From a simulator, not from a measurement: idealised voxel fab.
process module | voxel tone inversion
cross-section cut | 225 nm wide | cells 5 nm
A cross-section is a grid of square cells, given in bands from the top down. A band is one or more rows of cells.
Each band's line starts with the height of the band's top and of its bottom, in nm. Then come its materials from left to right, each with its width in nm. One material with "throughout" fills the band from edge to edge. "air" is empty space.
Height 0 is the level under which the wafer as received is all one material. The lowest band goes on downwards, as in "0 down".
A width such as "30 to 40" changes by the same amount from each row of cells to the next, from the band's top row to its bottom row.
"no change" after a step means that no cell of the cross-section changed.
closed voids: empty space of 8 cells or more with no open way to the top, each as width x height at its distance from the left edge, in nm
after a step's settings: what the simulator itself notes on the step
overlay nm, on a step with a mask: how far to the right of its planned place the mask lay; to the left if negative
plan
1 op RECEIVE | material Si
2 op CONFORMAL_DEP | material SiCN | thk nm 5
3 op DIRECTIONAL_DEP | material polySi | thk nm 25
4 op PATTERN | tone cover | mask id POSTS | material resist | width nm 25 | pitch nm 50 | thk nm 35 | overlay nm 0
5 op DIRECTIONAL_ETCH | etch materials polySi | depth nm 25
6 op STRIP | etch materials resist
7 op FILL_DEP | material lowk | thk nm 5
8 op CMP | height nm 30
9 op STRIP | etch materials polySi
as received, after step 1
  0 down: Si throughout
  closed voids: none
a wafer at the end: this start, this plan, one mistake
  30 to 5: air 75 | lowk 25 | air 25 | lowk 25 | air 75
  5 to 0: SiCN throughout
  0 down: Si throughout
  closed voids: none
what went wrong: step 4 ran as: op PATTERN | tone open | mask id POSTS | material resist | width nm 25 | pitch nm 50 | thk nm 35 | overlay nm 0
